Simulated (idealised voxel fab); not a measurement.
process module | voxel capacitor over wiring
The cross-section shown here is cut; it is 190 nm wide and divided into square cells measuring 5 nm on a side.
Think of the cross-section as a grid of square cells. We describe it in bands, top to bottom, and each band covers one or more rows of those cells.
It is stipulated that each band's entry specify, in nanometres, the height of the top of the band and then that of its bottom, followed by the materials of the band in left-to-right sequence, each together with its width in nanometres. A single material marked by the word "throughout" is understood to fill the band from edge to edge; the word "blank" is understood to denote empty space.
Heights are reckoned from 0. Under this level, the received wafer is all of one material. The bottommost band is open-ended downward, for example "0 nm and below".
The width entry "30..40" should be interpreted row by row: the top row of cells in the band takes the first number, the bottom row takes the second number, and the change between adjacent rows is uniform throughout.
A step reported as "identical to before" is a step in which no cell of the cross-section changed.
"Enclosed void catalog" means: voids of 8 cells or more that are shut off from the top with no open way through. Written width x height at distance, distance from the left edge, in nm.
If you see something after the settings on a step's line, that's the simulator's own remark about that step.
overlay nm: how far to the right of its planned place the mask lay on this masked step (negative: to the left).
Process steps foreseen in the plan:
1) RECEIVE [material Si]
2) CONFORMAL_DEP [material SiO2] [thk nm 10]
3) CONFORMAL_DEP [material SiN] [thk nm 5]
4) DIRECTIONAL_DEP [material SiO2] [thk nm 15]
5) DIRECTIONAL_DEP [material aC] [thk nm 10]
6) PATTERN [tone open] [mask id METAL_1] [material resist] [width nm 30] [pitch nm 80] [thk nm 30] [overlay nm 0]
7) DIRECTIONAL_ETCH [etch materials aC] [depth nm 10]
8) STRIP [etch materials resist]
9) DIRECTIONAL_ETCH [etch materials SiO2] [depth nm 15]
10) DIRECTIONAL_ETCH [etch materials SiN] [depth nm 5]
11) STRIP [etch materials aC]
12) CONFORMAL_DEP [material TiN] [thk nm 5]
13) FILL_DEP [material Ru] [thk nm 10]
14) CMP [height nm 30]
15) EPI [material Ru] [thk nm 5]
16) FILL_DEP [material SiCN] [thk nm 5]
17) DIRECTIONAL_DEP [material SiO2] [thk nm 10]
18) MASKED_ETCH [tone open] [mask id PLUG_1] [width nm 15] [etch materials SiO2] [depth nm 10] [overlay nm 0]
19) MASKED_ETCH [tone open] [mask id PLUG_1] [width nm 15] [etch materials SiCN] [depth nm 5] [overlay nm 0]
20) CONFORMAL_DEP [material TiN] [thk nm 5]
21) FILL_DEP [material Cu] [thk nm 5]
22) CMP [height nm 50]
23) DIRECTIONAL_DEP [material TiN] [thk nm 5]
24) DIRECTIONAL_DEP [material HfO2] [thk nm 5]
25) DIRECTIONAL_DEP [material TiN] [thk nm 10]
26) DIRECTIONAL_DEP [material aC] [thk nm 15]
27) PATTERN [tone cover] [mask id UPPER_PLATE] [material resist] [width nm 55] [thk nm 30] [overlay nm 0]
28) DIRECTIONAL_ETCH [etch materials aC] [depth nm 15]
29) STRIP [etch materials resist]
30) DIRECTIONAL_ETCH [etch materials TiN] [depth nm 10]
31) DIRECTIONAL_ETCH [etch materials HfO2] [depth nm 5]
32) STRIP [etch materials aC]
33) PATTERN [tone cover] [mask id LOWER_PLATE] [material resist] [width nm 55] [thk nm 15] [overlay nm 0]
34) DIRECTIONAL_ETCH [etch materials TiN] [depth nm 5]
35) STRIP [etch materials resist]
36) FILL_DEP [material SiO2] [thk nm 20]
37) CMP [height nm 85]
38) MASKED_ETCH [tone open] [mask id PLUG_2] [width nm 15] [etch materials SiO2] [depth nm 15] [overlay nm 0]
39) CONFORMAL_DEP [material TiN] [thk nm 5]
40) FILL_DEP [material W] [thk nm 5]
41) CMP [height nm 85]
42) CONFORMAL_DEP [material SiCN] [thk nm 5]
Wafers differ in width nm at step 33; plan lists the first wafer's value; identical starting state.
First of several wafers, received after step 1, in cross-section:
- 0 nm and below  Si throughout
- Enclosed void catalog: none
The figure below presents a cross-section of the first of several wafers at the conclusion of the module, following its last step, step 42:
- 90 nm to 85 nm  SiCN throughout
- 85 nm to 75 nm  SiO2=65  TiN=5  W=5  TiN=5  SiO2=110
- 75 nm to 70 nm  SiO2=65  TiN=15  SiO2=110
- 70 nm to 60 nm  SiO2=55  TiN=55  SiO2=80
- 60 nm to 55 nm  SiO2=55  HfO2=55  SiO2=80
- 55 nm to 50 nm  SiO2=55  TiN=55  SiO2=80
- 50 nm to 40 nm  SiO2=55  TiN=5  Cu=5  TiN=5  SiO2=120
- 40 nm to 35 nm  SiCN=55  TiN=15  SiCN=120
- 35 nm to 30 nm  SiCN=35  Ru=40  SiCN=40  Ru=40  SiCN=35
- 30 nm to 15 nm  SiO2=40  TiN=5  Ru=20  TiN=5  SiO2=50  TiN=5  Ru=20  TiN=5  SiO2=40
- 15 nm to 10 nm  SiN=40  TiN=30  SiN=50  TiN=30  SiN=40
- 10 nm to 0 nm  SiO2 throughout
- 0 nm and below  Si throughout
- Enclosed void catalog: none
X-section, last wafer, module end:
- 90 nm to 85 nm  SiCN throughout
- 85 nm to 75 nm  SiO2=65  TiN=5  W=5  TiN=5  SiO2=110
- 75 nm to 70 nm  SiO2=65  TiN=15  SiO2=110
- 70 nm to 60 nm  SiO2=55  TiN=55  SiO2=80
- 60 nm to 55 nm  SiO2=55  HfO2=55  SiO2=80
- 55 nm to 50 nm  SiO2=45  TiN=80  SiO2=65
- 50 nm to 40 nm  SiO2=55  TiN=5  Cu=5  TiN=5  SiO2=120
- 40 nm to 35 nm  SiCN=55  TiN=15  SiCN=120
- 35 nm to 30 nm  SiCN=35  Ru=40  SiCN=40  Ru=40  SiCN=35
- 30 nm to 15 nm  SiO2=40  TiN=5  Ru=20  TiN=5  SiO2=50  TiN=5  Ru=20  TiN=5  SiO2=40
- 15 nm to 10 nm  SiN=40  TiN=30  SiN=50  TiN=30  SiN=40
- 10 nm to 0 nm  SiO2 throughout
- 0 nm and below  Si throughout
- Enclosed void catalog: none
For your reference, the table is organized with a row per wafer; each row reflects the wafer at the end of the module, indicating for each material the cells gained (+) or lost (-) since receipt, and thereafter its closed voids:
width nm 55 | +2 Cu | +11 HfO2 | +40 Ru | +95 SiCN | +26 SiN | +437 SiO2 | +71 TiN | +2 W | Enclosed void catalog: none
width nm 60 | +2 Cu | +11 HfO2 | +40 Ru | +95 SiCN | +26 SiN | +436 SiO2 | +72 TiN | +2 W | Enclosed void catalog: none
width nm 65 | +2 Cu | +11 HfO2 | +40 Ru | +95 SiCN | +26 SiN | +435 SiO2 | +73 TiN | +2 W | Enclosed void catalog: none
width nm 70 | +2 Cu | +11 HfO2 | +40 Ru | +95 SiCN | +26 SiN | +434 SiO2 | +74 TiN | +2 W | Enclosed void catalog: none
width nm 75 | +2 Cu | +11 HfO2 | +40 Ru | +95 SiCN | +26 SiN | +433 SiO2 | +75 TiN | +2 W | Enclosed void catalog: none
width nm 80 | +2 Cu | +11 HfO2 | +40 Ru | +95 SiCN | +26 SiN | +432 SiO2 | +76 TiN | +2 W | Enclosed void catalog: none
